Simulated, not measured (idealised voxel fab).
process module | voxel trench capacitor
cross-section cut | 255 nm wide | cells 5 nm
A cross-section is a grid of square cells, given in bands from the top down. A band is one or more rows of cells.
Each band's line starts with the height of the band's top and of its bottom, in nm. Then come its materials from left to right, each with its width in nm. One material with "throughout" fills the band from edge to edge. "air" is empty space.
Height 0 is the level under which the wafer as received is all one material. The lowest band goes on downwards, as in "0 down".
A width such as "30 to 40" changes by the same amount from each row of cells to the next, from the band's top row to its bottom row.
"no change" after a step means that no cell of the cross-section changed.
closed voids: empty space of 8 cells or more with no open way to the top, each as width x height at its distance from the left edge, in nm
after a step's settings: what the simulator itself notes on the step
overlay nm, on a step with a mask: how far to the right of its planned place the mask lay; to the left if negative
Each pair below shows a cross-section before one step and the cross-section after it, down to the lowest band that changed. The line under each pair gives the step between them, with its settings. The pairs can come from different runs of this module on the same starting wafer, so a pair continues from the pair above only where its "before" says so.
before
  0 down: Si throughout
  closed voids: none
after
  10 to 0: SiN throughout
  below 0: unchanged
  closed voids: none
the step between: op CONFORMAL_DEP | material SiN | thk nm 10
before: the cross-section after the pair above
after
  25 to 10: aC throughout
  below 10: unchanged
  closed voids: none
the step between: op DIRECTIONAL_DEP | material aC | thk nm 15
before: the cross-section after the pair above
after
  55 to 25: resist 50 | air 20 | resist 25 | air 20 | resist 25 | air 20 | resist 25 | air 20 | resist 50
  below 25: unchanged
  closed voids: none
the step between: op PATTERN | tone open | mask id TRENCH | material resist | width nm 20 | pitch nm 45 | thk nm 30 | overlay nm 0
before: the cross-section after the pair above
after
  40 to 25: resist 50 | air 20 | resist 25 | air 20 | resist 25 | air 20 | resist 25 | air 20 | resist 50
  25 to 10: aC 50 | air 20 | aC 25 | air 20 | aC 25 | air 20 | aC 25 | air 20 | aC 50
  below 10: unchanged
  closed voids: none
the step between: op DIRECTIONAL_ETCH | etch materials aC | depth nm 15
before: the cross-section after the pair above
after
  25 to 10: aC 50 | air 20 | aC 25 | air 20 | aC 25 | air 20 | aC 25 | air 20 | aC 50
  below 10: unchanged
  closed voids: none
the step between: op STRIP | etch materials resist
before: the cross-section after the pair above
after
  25 to 10: aC 50 | air 20 | aC 25 | air 20 | aC 25 | air 20 | aC 25 | air 20 | aC 50
  10 to 0: SiN 50 | air 20 | SiN 25 | air 20 | SiN 25 | air 20 | SiN 25 | air 20 | SiN 50
  below 0: unchanged
  closed voids: none
the step between: op DIRECTIONAL_ETCH | etch materials SiN | depth nm 10
before: the cross-section after the pair above
after
  25 to 10: aC 50 | air 20 | aC 25 | air 20 | aC 25 | air 20 | aC 25 | air 20 | aC 50
  10 to 0: SiN 50 | air 20 | SiN 25 | air 20 | SiN 25 | air 20 | SiN 25 | air 20 | SiN 50
  0 to -30: Si 50 | air 20 | Si 25 | air 20 | Si 25 | air 20 | Si 25 | air 20 | Si 50
  below -30: unchanged
  closed voids: none
the step between: op DIRECTIONAL_ETCH | etch materials Si | depth nm 30
before: the cross-section after the pair above
after
  10 to 0: SiN 50 | air 20 | SiN 25 | air 20 | SiN 25 | air 20 | SiN 25 | air 20 | SiN 50
  below 0: unchanged
  closed voids: none
the step between: op STRIP | etch materials aC
before: the cross-section after the pair above
after
  15 to 10: SiO2 55 | air 10 | SiO2 35 | air 10 | SiO2 35 | air 10 | SiO2 35 | air 10 | SiO2 55
  10 to 0: SiN 50 | SiO2 5 | air 10 | SiO2 5 | SiN 25 | SiO2 5 | air 10 | SiO2 5 | SiN 25 | SiO2 5 | air 10 | SiO2 5 | SiN 25 | SiO2 5 | air 10 | SiO2 5 | SiN 50
  0 to -25: Si 50 | SiO2 5 | air 10 | SiO2 5 | Si 25 | SiO2 5 | air 10 | SiO2 5 | Si 25 | SiO2 5 | air 10 | SiO2 5 | Si 25 | SiO2 5 | air 10 | SiO2 5 | Si 50
  -25 to -30: Si 50 | SiO2 20 | Si 25 | SiO2 20 | Si 25 | SiO2 20 | Si 25 | SiO2 20 | Si 50
  below -30: unchanged
  closed voids: none
the step between: op CONFORMAL_DEP | material SiO2 | thk nm 5
before: the cross-section after the pair above
after
  25 to 15: polySi throughout
  15 to 10: SiO2 55 | polySi 10 | SiO2 35 | polySi 10 | SiO2 35 | polySi 10 | SiO2 35 | polySi 10 | SiO2 55
  10 to 0: SiN 50 | SiO2 5 | polySi 10 | SiO2 5 | SiN 25 | SiO2 5 | polySi 10 | SiO2 5 | SiN 25 | SiO2 5 | polySi 10 | SiO2 5 | SiN 25 | SiO2 5 | polySi 10 | SiO2 5 | SiN 50
  0 to -25: Si 50 | SiO2 5 | polySi 10 | SiO2 5 | Si 25 | SiO2 5 | polySi 10 | SiO2 5 | Si 25 | SiO2 5 | polySi 10 | SiO2 5 | Si 25 | SiO2 5 | polySi 10 | SiO2 5 | Si 50
  below -25: unchanged
  closed voids: none
the step between: op FILL_DEP | material polySi | thk nm 10
before: the cross-section after the pair above
after
  10 to 0: SiN 50 | SiO2 5 | polySi 10 | SiO2 5 | SiN 25 | SiO2 5 | polySi 10 | SiO2 5 | SiN 25 | SiO2 5 | polySi 10 | SiO2 5 | SiN 25 | SiO2 5 | polySi 10 | SiO2 5 | SiN 50
  below 0: unchanged
  closed voids: none
the step between: op CMP | height nm 10
before
  25 to 10: aC 50 | air 20 | aC 25 | air 20 | aC 25 | air 20 | aC 25 | air 20 | aC 50
  10 to 0: SiN 50 | air 20 | SiN 25 | air 20 | SiN 25 | air 20 | SiN 25 | air 20 | SiN 50
  0 to -30: Si 50 | air 20 | Si 25 | air 20 | Si 25 | air 20 | Si 25 | air 20 | Si 50
  -30 down: Si throughout
  closed voids: none
after
  25 to 10: aC 50 | air 20 | aC 25 | air 20 | aC 25 | air 20 | aC 25 | air 20 | aC 50
  10 to 0: SiN 50 | air 20 | SiN 25 | air 20 | SiN 25 | air 20 | SiN 25 | air 20 | SiN 50
  0 to -60: Si 50 | air 20 | Si 25 | air 20 | Si 25 | air 20 | Si 25 | air 20 | Si 50
  below -60: unchanged
  closed voids: none
the step between: op DIRECTIONAL_ETCH | etch materials Si | depth nm 30
before: the cross-section after the pair above
after
  10 to 0: SiN 50 | air 20 | SiN 25 | air 20 | SiN 25 | air 20 | SiN 25 | air 20 | SiN 50
  below 0: unchanged
  closed voids: none
the step between: op STRIP | etch materials aC
before: the cross-section after the pair above
after
  15 to 10: SiO2 55 | air 10 | SiO2 35 | air 10 | SiO2 35 | air 10 | SiO2 35 | air 10 | SiO2 55
  10 to 0: SiN 50 | SiO2 5 | air 10 | SiO2 5 | SiN 25 | SiO2 5 | air 10 | SiO2 5 | SiN 25 | SiO2 5 | air 10 | SiO2 5 | SiN 25 | SiO2 5 | air 10 | SiO2 5 | SiN 50
  0 to -55: Si 50 | SiO2 5 | air 10 | SiO2 5 | Si 25 | SiO2 5 | air 10 | SiO2 5 | Si 25 | SiO2 5 | air 10 | SiO2 5 | Si 25 | SiO2 5 | air 10 | SiO2 5 | Si 50
  -55 to -60: Si 50 | SiO2 20 | Si 25 | SiO2 20 | Si 25 | SiO2 20 | Si 25 | SiO2 20 | Si 50
  below -60: unchanged
  closed voids: none
the step between: op CONFORMAL_DEP | material SiO2 | thk nm 5
before: the cross-section after the pair above
after
  25 to 15: polySi throughout
  15 to 10: SiO2 55 | polySi 10 | SiO2 35 | polySi 10 | SiO2 35 | polySi 10 | SiO2 35 | polySi 10 | SiO2 55
  10 to 0: SiN 50 | SiO2 5 | polySi 10 | SiO2 5 | SiN 25 | SiO2 5 | polySi 10 | SiO2 5 | SiN 25 | SiO2 5 | polySi 10 | SiO2 5 | SiN 25 | SiO2 5 | polySi 10 | SiO2 5 | SiN 50
  0 to -55: Si 50 | SiO2 5 | polySi 10 | SiO2 5 | Si 25 | SiO2 5 | polySi 10 | SiO2 5 | Si 25 | SiO2 5 | polySi 10 | SiO2 5 | Si 25 | SiO2 5 | polySi 10 | SiO2 5 | Si 50
  below -55: unchanged
  closed voids: none
the step between: op FILL_DEP | material polySi | thk nm 10
before: the cross-section after the pair above
after
  10 to 0: SiN 50 | SiO2 5 | polySi 10 | SiO2 5 | SiN 25 | SiO2 5 | polySi 10 | SiO2 5 | SiN 25 | SiO2 5 | polySi 10 | SiO2 5 | SiN 25 | SiO2 5 | polySi 10 | SiO2 5 | SiN 50
  below 0: unchanged
  closed voids: none
the step between: op CMP | height nm 10
before
  25 to 10: aC 50 | air 20 | aC 25 | air 20 | aC 25 | air 20 | aC 25 | air 20 | aC 50
  10 to 0: SiN 50 | air 20 | SiN 25 | air 20 | SiN 25 | air 20 | SiN 25 | air 20 | SiN 50
  0 down: Si throughout
  closed voids: none
after
  10 to 0: SiN 50 | air 20 | SiN 25 | air 20 | SiN 25 | air 20 | SiN 25 | air 20 | SiN 50
  below 0: unchanged
  closed voids: none
the step between: op STRIP | etch materials aC
before: the cross-section after the pair above
after
  10 to 0: SiN 50 | air 20 | SiN 25 | air 20 | SiN 25 | air 20 | SiN 25 | air 20 | SiN 50
  0 to -30: Si 50 | air 20 | Si 25 | air 20 | Si 25 | air 20 | Si 25 | air 20 | Si 50
  below -30: unchanged
  closed voids: none
the step between: op DIRECTIONAL_ETCH | etch materials Si | depth nm 30
before
  25 to 10: aC 50 | air 20 | aC 25 | air 20 | aC 25 | air 20 | aC 25 | air 20 | aC 50
  10 to 0: SiN 50 | air 20 | SiN 25 | air 20 | SiN 25 | air 20 | SiN 25 | air 20 | SiN 50
  0 down: Si throughout
  closed voids: none
after
  25 to 10: aC 50 | air 20 | aC 25 | air 20 | aC 25 | air 20 | aC 25 | air 20 | aC 50
  10 to 0: SiN 50 | air 20 | SiN 25 | air 20 | SiN 25 | air 20 | SiN 25 | air 20 | SiN 50
  0 to -35: Si 50 | air 20 | Si 25 | air 20 | Si 25 | air 20 | Si 25 | air 20 | Si 50
  below -35: unchanged
  closed voids: none
the step between: op DIRECTIONAL_ETCH | etch materials Si | depth nm 35
before: the cross-section after the pair above
after
  10 to 0: SiN 50 | air 20 | SiN 25 | air 20 | SiN 25 | air 20 | SiN 25 | air 20 | SiN 50
  below 0: unchanged
  closed voids: none
the step between: op STRIP | etch materials aC
before: the cross-section after the pair above
after
  15 to 10: SiO2 55 | air 10 | SiO2 35 | air 10 | SiO2 35 | air 10 | SiO2 35 | air 10 | SiO2 55
  10 to 0: SiN 50 | SiO2 5 | air 10 | SiO2 5 | SiN 25 | SiO2 5 | air 10 | SiO2 5 | SiN 25 | SiO2 5 | air 10 | SiO2 5 | SiN 25 | SiO2 5 | air 10 | SiO2 5 | SiN 50
  0 to -30: Si 50 | SiO2 5 | air 10 | SiO2 5 | Si 25 | SiO2 5 | air 10 | SiO2 5 | Si 25 | SiO2 5 | air 10 | SiO2 5 | Si 25 | SiO2 5 | air 10 | SiO2 5 | Si 50
  -30 to -35: Si 50 | SiO2 20 | Si 25 | SiO2 20 | Si 25 | SiO2 20 | Si 25 | SiO2 20 | Si 50
  below -35: unchanged
  closed voids: none
the step between: op CONFORMAL_DEP | material SiO2 | thk nm 5
before: the cross-section after the pair above
after
  25 to 15: polySi throughout
  15 to 10: SiO2 55 | polySi 10 | SiO2 35 | polySi 10 | SiO2 35 | polySi 10 | SiO2 35 | polySi 10 | SiO2 55
  10 to 0: SiN 50 | SiO2 5 | polySi 10 | SiO2 5 | SiN 25 | SiO2 5 | polySi 10 | SiO2 5 | SiN 25 | SiO2 5 | polySi 10 | SiO2 5 | SiN 25 | SiO2 5 | polySi 10 | SiO2 5 | SiN 50
  0 to -30: Si 50 | SiO2 5 | polySi 10 | SiO2 5 | Si 25 | SiO2 5 | polySi 10 | SiO2 5 | Si 25 | SiO2 5 | polySi 10 | SiO2 5 | Si 25 | SiO2 5 | polySi 10 | SiO2 5 | Si 50
  below -30: unchanged
  closed voids: none
the step between: op FILL_DEP | material polySi | thk nm 10
before: the cross-section after the pair above
after
  10 to 0: SiN 50 | SiO2 5 | polySi 10 | SiO2 5 | SiN 25 | SiO2 5 | polySi 10 | SiO2 5 | SiN 25 | SiO2 5 | polySi 10 | SiO2 5 | SiN 25 | SiO2 5 | polySi 10 | SiO2 5 | SiN 50
  below 0: unchanged
  closed voids: none
the step between: op CMP | height nm 10
before
  25 to 10: aC throughout
  10 to 0: SiN throughout
  0 down: Si throughout
  closed voids: none
after
  55 to 25: resist 50 | air 25 | resist 20 | air 25 | resist 20 | air 25 | resist 20 | air 25 | resist 45
  below 25: unchanged
  closed voids: none
the step between: op PATTERN | tone open | mask id TRENCH | material resist | width nm 25 | pitch nm 45 | thk nm 30 | overlay nm 0
before: the cross-section after the pair above
after
  40 to 25: resist 50 | air 25 | resist 20 | air 25 | resist 20 | air 25 | resist 20 | air 25 | resist 45
  25 to 10: aC 50 | air 25 | aC 20 | air 25 | aC 20 | air 25 | aC 20 | air 25 | aC 45
  below 10: unchanged
  closed voids: none
the step between: op DIRECTIONAL_ETCH | etch materials aC | depth nm 15
before: the cross-section after the pair above
after
  25 to 10: aC 50 | air 25 | aC 20 | air 25 | aC 20 | air 25 | aC 20 | air 25 | aC 45
  below 10: unchanged
  closed voids: none
the step between: op STRIP | etch materials resist
before: the cross-section after the pair above
after
  25 to 10: aC 50 | air 25 | aC 20 | air 25 | aC 20 | air 25 | aC 20 | air 25 | aC 45
  10 to 0: SiN 50 | air 25 | SiN 20 | air 25 | SiN 20 | air 25 | SiN 20 | air 25 | SiN 45
  below 0: unchanged
  closed voids: none
the step between: op DIRECTIONAL_ETCH | etch materials SiN | depth nm 10
before: the cross-section after the pair above
after
  25 to 10: aC 50 | air 25 | aC 20 | air 25 | aC 20 | air 25 | aC 20 | air 25 | aC 45
  10 to 0: SiN 50 | air 25 | SiN 20 | air 25 | SiN 20 | air 25 | SiN 20 | air 25 | SiN 45
  0 to -30: Si 50 | air 25 | Si 20 | air 25 | Si 20 | air 25 | Si 20 | air 25 | Si 45
  below -30: unchanged
  closed voids: none
the step between: op DIRECTIONAL_ETCH | etch materials Si | depth nm 30
before: the cross-section after the pair above
after
  10 to 0: SiN 50 | air 25 | SiN 20 | air 25 | SiN 20 | air 25 | SiN 20 | air 25 | SiN 45
  below 0: unchanged
  closed voids: none
the step between: op STRIP | etch materials aC
before: the cross-section after the pair above
after
  15 to 10: SiO2 55 | air 15 | SiO2 30 | air 15 | SiO2 30 | air 15 | SiO2 30 | air 15 | SiO2 50
  10 to 0: SiN 50 | SiO2 5 | air 15 | SiO2 5 | SiN 20 | SiO2 5 | air 15 | SiO2 5 | SiN 20 | SiO2 5 | air 15 | SiO2 5 | SiN 20 | SiO2 5 | air 15 | SiO2 5 | SiN 45
  0 to -25: Si 50 | SiO2 5 | air 15 | SiO2 5 | Si 20 | SiO2 5 | air 15 | SiO2 5 | Si 20 | SiO2 5 | air 15 | SiO2 5 | Si 20 | SiO2 5 | air 15 | SiO2 5 | Si 45
  -25 to -30: Si 50 | SiO2 25 | Si 20 | SiO2 25 | Si 20 | SiO2 25 | Si 20 | SiO2 25 | Si 45
  below -30: unchanged
  closed voids: none
the step between: op CONFORMAL_DEP | material SiO2 | thk nm 5
before: the cross-section after the pair above
after
  25 to 15: polySi throughout
  15 to 10: SiO2 55 | polySi 15 | SiO2 30 | polySi 15 | SiO2 30 | polySi 15 | SiO2 30 | polySi 15 | SiO2 50
  10 to 0: SiN 50 | SiO2 5 | polySi 15 | SiO2 5 | SiN 20 | SiO2 5 | polySi 15 | SiO2 5 | SiN 20 | SiO2 5 | polySi 15 | SiO2 5 | SiN 20 | SiO2 5 | polySi 15 | SiO2 5 | SiN 45
  0 to -25: Si 50 | SiO2 5 | polySi 15 | SiO2 5 | Si 20 | SiO2 5 | polySi 15 | SiO2 5 | Si 20 | SiO2 5 | polySi 15 | SiO2 5 | Si 20 | SiO2 5 | polySi 15 | SiO2 5 | Si 45
  below -25: unchanged
  closed voids: none
the step between: op FILL_DEP | material polySi | thk nm 10
before: the cross-section after the pair above
after
  10 to 0: SiN 50 | SiO2 5 | polySi 15 | SiO2 5 | SiN 20 | SiO2 5 | polySi 15 | SiO2 5 | SiN 20 | SiO2 5 | polySi 15 | SiO2 5 | SiN 20 | SiO2 5 | polySi 15 | SiO2 5 | SiN 45
  below 0: unchanged
  closed voids: none
the step between: op CMP | height nm 10
before
  25 to 10: aC throughout
  10 to 0: SiN throughout
  0 down: Si throughout
  closed voids: none
after
  55 to 25: resist 45 | air 20 | resist 25 | air 20 | resist 25 | air 20 | resist 25 | air 20 | resist 55
  below 25: unchanged
  closed voids: none
the step between: op PATTERN | tone open | mask id TRENCH | material resist | width nm 20 | pitch nm 45 | thk nm 30 | overlay nm -5
before: the cross-section after the pair above
after
  40 to 25: resist 45 | air 20 | resist 25 | air 20 | resist 25 | air 20 | resist 25 | air 20 | resist 55
  25 to 10: aC 45 | air 20 | aC 25 | air 20 | aC 25 | air 20 | aC 25 | air 20 | aC 55
  below 10: unchanged
  closed voids: none
the step between: op DIRECTIONAL_ETCH | etch materials aC | depth nm 15
before: the cross-section after the pair above
after
  25 to 10: aC 45 | air 20 | aC 25 | air 20 | aC 25 | air 20 | aC 25 | air 20 | aC 55
  below 10: unchanged
  closed voids: none
the step between: op STRIP | etch materials resist
before: the cross-section after the pair above
after
  25 to 10: aC 45 | air 20 | aC 25 | air 20 | aC 25 | air 20 | aC 25 | air 20 | aC 55
  10 to 0: SiN 45 | air 20 | SiN 25 | air 20 | SiN 25 | air 20 | SiN 25 | air 20 | SiN 55
  below 0: unchanged
  closed voids: none
the step between: op DIRECTIONAL_ETCH | etch materials SiN | depth nm 10
before: the cross-section after the pair above
after
  25 to 10: aC 45 | air 20 | aC 25 | air 20 | aC 25 | air 20 | aC 25 | air 20 | aC 55
  10 to 0: SiN 45 | air 20 | SiN 25 | air 20 | SiN 25 | air 20 | SiN 25 | air 20 | SiN 55
  0 to -30: Si 45 | air 20 | Si 25 | air 20 | Si 25 | air 20 | Si 25 | air 20 | Si 55
  below -30: unchanged
  closed voids: none
the step between: op DIRECTIONAL_ETCH | etch materials Si | depth nm 30
before: the cross-section after the pair above
after
  10 to 0: SiN 45 | air 20 | SiN 25 | air 20 | SiN 25 | air 20 | SiN 25 | air 20 | SiN 55
  below 0: unchanged
  closed voids: none
the step between: op STRIP | etch materials aC
before: the cross-section after the pair above
after
  15 to 10: SiO2 50 | air 10 | SiO2 35 | air 10 | SiO2 35 | air 10 | SiO2 35 | air 10 | SiO2 60
  10 to 0: SiN 45 | SiO2 5 | air 10 | SiO2 5 | SiN 25 | SiO2 5 | air 10 | SiO2 5 | SiN 25 | SiO2 5 | air 10 | SiO2 5 | SiN 25 | SiO2 5 | air 10 | SiO2 5 | SiN 55
  0 to -25: Si 45 | SiO2 5 | air 10 | SiO2 5 | Si 25 | SiO2 5 | air 10 | SiO2 5 | Si 25 | SiO2 5 | air 10 | SiO2 5 | Si 25 | SiO2 5 | air 10 | SiO2 5 | Si 55
  -25 to -30: Si 45 | SiO2 20 | Si 25 | SiO2 20 | Si 25 | SiO2 20 | Si 25 | SiO2 20 | Si 55
  below -30: unchanged
  closed voids: none
the step between: op CONFORMAL_DEP | material SiO2 | thk nm 5
before: the cross-section after the pair above
after
  25 to 15: polySi throughout
  15 to 10: SiO2 50 | polySi 10 | SiO2 35 | polySi 10 | SiO2 35 | polySi 10 | SiO2 35 | polySi 10 | SiO2 60
  10 to 0: SiN 45 | SiO2 5 | polySi 10 | SiO2 5 | SiN 25 | SiO2 5 | polySi 10 | SiO2 5 | SiN 25 | SiO2 5 | polySi 10 | SiO2 5 | SiN 25 | SiO2 5 | polySi 10 | SiO2 5 | SiN 55
  0 to -25: Si 45 | SiO2 5 | polySi 10 | SiO2 5 | Si 25 | SiO2 5 | polySi 10 | SiO2 5 | Si 25 | SiO2 5 | polySi 10 | SiO2 5 | Si 25 | SiO2 5 | polySi 10 | SiO2 5 | Si 55
  below -25: unchanged
  closed voids: none
the step between: op FILL_DEP | material polySi | thk nm 10
before: the cross-section after the pair above
after
  10 to 0: SiN 45 | SiO2 5 | polySi 10 | SiO2 5 | SiN 25 | SiO2 5 | polySi 10 | SiO2 5 | SiN 25 | SiO2 5 | polySi 10 | SiO2 5 | SiN 25 | SiO2 5 | polySi 10 | SiO2 5 | SiN 55
  below 0: unchanged
  closed voids: none
the step between: op CMP | height nm 10
before
  10 to 0: SiN 50 | air 20 | SiN 25 | air 20 | SiN 25 | air 20 | SiN 25 | air 20 | SiN 50
  0 to -30: Si 50 | air 20 | Si 25 | air 20 | Si 25 | air 20 | Si 25 | air 20 | Si 50
  -30 down: Si throughout
  closed voids: none
after
  15 to 0: SiN 55 | air 10 | SiN 35 | air 10 | SiN 35 | air 10 | SiN 35 | air 10 | SiN 55
  0 to -25: Si 50 | SiN 5 | air 10 | SiN 5 | Si 25 | SiN 5 | air 10 | SiN 5 | Si 25 | SiN 5 | air 10 | SiN 5 | Si 25 | SiN 5 | air 10 | SiN 5 | Si 50
  -25 to -30: Si 50 | SiN 20 | Si 25 | SiN 20 | Si 25 | SiN 20 | Si 25 | SiN 20 | Si 50
  below -30: unchanged
  closed voids: none
the step between: op CONFORMAL_DEP | material SiN | thk nm 5
before: the cross-section after the pair above
after
  25 to 15: polySi throughout
  15 to 0: SiN 55 | polySi 10 | SiN 35 | polySi 10 | SiN 35 | polySi 10 | SiN 35 | polySi 10 | SiN 55
  0 to -25: Si 50 | SiN 5 | polySi 10 | SiN 5 | Si 25 | SiN 5 | polySi 10 | SiN 5 | Si 25 | SiN 5 | polySi 10 | SiN 5 | Si 25 | SiN 5 | polySi 10 | SiN 5 | Si 50
  below -25: unchanged
  closed voids: none
the step between: op FILL_DEP | material polySi | thk nm 10
before: the cross-section after the pair above
after
  10 to 0: SiN 55 | polySi 10 | SiN 35 | polySi 10 | SiN 35 | polySi 10 | SiN 35 | polySi 10 | SiN 55
  below 0: unchanged
  closed voids: none
the step between: op CMP | height nm 10
before
  25 to 10: aC throughout
  10 to 0: SiN throughout
  0 down: Si throughout
  closed voids: none
after
  55 to 25: air 50 | resist 20 | air 25 | resist 20 | air 25 | resist 20 | air 25 | resist 20 | air 50
  below 25: unchanged
  closed voids: none
the step between: op PATTERN | tone cover | mask id TRENCH | material resist | width nm 20 | pitch nm 45 | thk nm 30 | overlay nm 0
before: the cross-section after the pair above
after
  40 to 25: air 50 | resist 20 | air 25 | resist 20 | air 25 | resist 20 | air 25 | resist 20 | air 50
  25 to 10: air 50 | aC 20 | air 25 | aC 20 | air 25 | aC 20 | air 25 | aC 20 | air 50
  below 10: unchanged
  closed voids: none
the step between: op DIRECTIONAL_ETCH | etch materials aC | depth nm 15
before: the cross-section after the pair above
after
  25 to 10: air 50 | aC 20 | air 25 | aC 20 | air 25 | aC 20 | air 25 | aC 20 | air 50
  below 10: unchanged
  closed voids: none
the step between: op STRIP | etch materials resist
before: the cross-section after the pair above
after
  25 to 10: air 50 | aC 20 | air 25 | aC 20 | air 25 | aC 20 | air 25 | aC 20 | air 50
  10 to 0: air 50 | SiN 20 | air 25 | SiN 20 | air 25 | SiN 20 | air 25 | SiN 20 | air 50
  below 0: unchanged
  closed voids: none
the step between: op DIRECTIONAL_ETCH | etch materials SiN | depth nm 10
before: the cross-section after the pair above
after
  25 to 10: air 50 | aC 20 | air 25 | aC 20 | air 25 | aC 20 | air 25 | aC 20 | air 50
  10 to 0: air 50 | SiN 20 | air 25 | SiN 20 | air 25 | SiN 20 | air 25 | SiN 20 | air 50
  0 to -30: air 50 | Si 20 | air 25 | Si 20 | air 25 | Si 20 | air 25 | Si 20 | air 50
  below -30: unchanged
  closed voids: none
the step between: op DIRECTIONAL_ETCH | etch materials Si | depth nm 30
before: the cross-section after the pair above
after
  10 to 0: air 50 | SiN 20 | air 25 | SiN 20 | air 25 | SiN 20 | air 25 | SiN 20 | air 50
  below 0: unchanged
  closed voids: none
the step between: op STRIP | etch materials aC
before: the cross-section after the pair above
after
  15 to 10: air 45 | SiO2 30 | air 15 | SiO2 30 | air 15 | SiO2 30 | air 15 | SiO2 30 | air 45
  10 to 0: air 45 | SiO2 5 | SiN 20 | SiO2 5 | air 15 | SiO2 5 | SiN 20 | SiO2 5 | air 15 | SiO2 5 | SiN 20 | SiO2 5 | air 15 | SiO2 5 | SiN 20 | SiO2 5 | air 45
  0 to -25: air 45 | SiO2 5 | Si 20 | SiO2 5 | air 15 | SiO2 5 | Si 20 | SiO2 5 | air 15 | SiO2 5 | Si 20 | SiO2 5 | air 15 | SiO2 5 | Si 20 | SiO2 5 | air 45
  -25 to -30: SiO2 50 | Si 20 | SiO2 25 | Si 20 | SiO2 25 | Si 20 | SiO2 25 | Si 20 | SiO2 50
  below -30: unchanged
  closed voids: none
the step between: op CONFORMAL_DEP | material SiO2 | thk nm 5
before: the cross-section after the pair above
after
  25 to 15: polySi throughout
  15 to 10: polySi 45 | SiO2 30 | polySi 15 | SiO2 30 | polySi 15 | SiO2 30 | polySi 15 | SiO2 30 | polySi 45
  10 to 0: polySi 45 | SiO2 5 | SiN 20 | SiO2 5 | polySi 15 | SiO2 5 | SiN 20 | SiO2 5 | polySi 15 | SiO2 5 | SiN 20 | SiO2 5 | polySi 15 | SiO2 5 | SiN 20 | SiO2 5 | polySi 45
  0 to -25: polySi 45 | SiO2 5 | Si 20 | SiO2 5 | polySi 15 | SiO2 5 | Si 20 | SiO2 5 | polySi 15 | SiO2 5 | Si 20 | SiO2 5 | polySi 15 | SiO2 5 | Si 20 | SiO2 5 | polySi 45
  below -25: unchanged
  closed voids: none
the step between: op FILL_DEP | material polySi | thk nm 10
before: the cross-section after the pair above
after
  10 to 0: polySi 45 | SiO2 5 | SiN 20 | SiO2 5 | polySi 15 | SiO2 5 | SiN 20 | SiO2 5 | polySi 15 | SiO2 5 | SiN 20 | SiO2 5 | polySi 15 | SiO2 5 | SiN 20 | SiO2 5 | polySi 45
  below 0: unchanged
  closed voids: none
the step between: op CMP | height nm 10
